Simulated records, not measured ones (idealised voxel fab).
Proc. module: voxel capacitor over wiring
The cross-section shown here is cut; it is 295 nm wide and divided into square cells measuring 5 nm on a side.
How to read a cross-section here: the picture is a grid of square cells, written as bands going from the top down, and any band can span one or more rows of cells.
The band entry comprises the height of the band's top followed by the height of its bottom, expressed in nm, and subsequently the band's materials from left to right, each stated together with its width in nm. Where a single material is marked with the word "full width", that material fills the band from edge to edge. The word "blank" represents empty space.
Basically, 0 is our baseline, since under it the wafer straight out of the box is all one material. The bottom band has no lower end and keeps on going down, so it looks like "0 down".
The expression "30..40" gives the width at the extremes of the band, the first number at its top row of cells and the second at its bottom row, with the width changing by equal amounts from each row to the next in between.
Key: "all unchanged" - step with no changed cell in the cross-section.
Heads up: "Voids, fully enclosed" only lists the empty pockets with no open path to the top that are 8 cells or more, and it writes them as width x height at distance, distance from the left edge, in nm.
Where a step's line continues beyond its settings, the continuation is a remark by the simulator itself on that step.
What "overlay nm" on a step's line means: if the step has a mask, that mask lay this far to the right of its planned place, or, when the value is negative, to the left.

[Process steps (planned)]
1. RECEIVE | material Si
2. CONFORMAL_DEP | material SiO2 | thk nm 10
3. CONFORMAL_DEP | material SiN | thk nm 5
4. DIRECTIONAL_DEP | material lowk | thk nm 25
5. MASKED_ETCH | tone open | mask id METAL_1 | width nm 20 | pitch nm 85 | etch materials lowk | depth nm 25 | overlay nm 0
6. MASKED_ETCH | tone open | mask id METAL_1 | width nm 20 | pitch nm 85 | etch materials SiN | depth nm 5 | overlay nm 0
7. CONFORMAL_DEP | material TiN | thk nm 5
8. FILL_DEP | material Cu | thk nm 5
9. CMP | height nm 40
10. CONFORMAL_DEP | material SiCN | thk nm 5
11. DIRECTIONAL_DEP | material lowk | thk nm 10
12. MASKED_ETCH | tone open | mask id PLUG_1 | width nm 15 | etch materials lowk | depth nm 10 | overlay nm 0
13. MASKED_ETCH | tone open | mask id PLUG_1 | width nm 15 | etch materials SiCN | depth nm 5 | overlay nm 0
14. EPI | material Ru | thk nm 10
15. EPI | material Ru | thk nm 5
16. DIRECTIONAL_DEP | material TiN | thk nm 10
17. DIRECTIONAL_DEP | material SiN | thk nm 5
18. DIRECTIONAL_DEP | material TiN | thk nm 5
19. DIRECTIONAL_DEP | material aC | thk nm 15
20. PATTERN | tone cover | mask id UPPER_PLATE | material resist | width nm 70 | thk nm 30 | overlay nm 0
21. DIRECTIONAL_ETCH | etch materials aC | depth nm 15
22. STRIP | etch materials resist
23. DIRECTIONAL_ETCH | etch materials TiN | depth nm 5
24. DIRECTIONAL_ETCH | etch materials SiN | depth nm 5
25. STRIP | etch materials aC
26. DIRECTIONAL_DEP | material aC | thk nm 15
27. PATTERN | tone cover | mask id LOWER_PLATE | material resist | width nm 80 | thk nm 30 | overlay nm 0
28. DIRECTIONAL_ETCH | etch materials aC | depth nm 15
29. STRIP | etch materials resist
30. DIRECTIONAL_ETCH | etch materials TiN | depth nm 10
31. STRIP | etch materials aC
32. FILL_DEP | material SiO2 | thk nm 15
33. CMP | height nm 85
34. PATTERN | tone open | mask id PLUG_2 | material resist | width nm 15 | thk nm 15 | overlay nm 0
35. DIRECTIONAL_ETCH | etch materials SiO2 | depth nm 10
36. STRIP | etch materials resist
37. CONFORMAL_DEP | material TiN | thk nm 5
38. FILL_DEP | material W | thk nm 5
39. CMP | height nm 85
40. CONFORMAL_DEP | material SiCN | thk nm 5

[Wafer as received: cross-section following step 1]
  0 down: Si full width
  Voids, fully enclosed: none

[The plan above was carried out on the starting structure above with one mistake, and this cross-section shows the wafer at the end of the module]
  90 to 85: SiCN full width
  85 to 80: SiO2 (110) | TiN (5) | W (5) | TiN (5) | SiO2 (170)
  80 to 70: SiO2 (110..100) | TiN (15..75) | SiO2 (170..120)
  70 to 65: SiO2 (100) | SiN (75) | SiO2 (120)
  65 to 55: SiO2 (95) | TiN (80) | SiO2 (120)
  55 to 45: lowk (100) | Ru (15) | lowk (180)
  45 to 40: SiCN (100) | Ru (15) | SiCN (180)
  40 to 15: lowk (95) | TiN (5) | Cu (10) | TiN (5) | lowk (65) | TiN (5) | Cu (10) | TiN (5) | lowk (95)
  15 to 10: SiN (95) | TiN (20) | SiN (65) | TiN (20) | SiN (95)
  10 to 0: SiO2 full width
  0 down: Si full width
  Voids, fully enclosed: none
Processing error: planned and actual differ for step 20; actual: PATTERN | tone cover | mask id UPPER_PLATE | material resist | width nm 75 | thk nm 30 | overlay nm 0
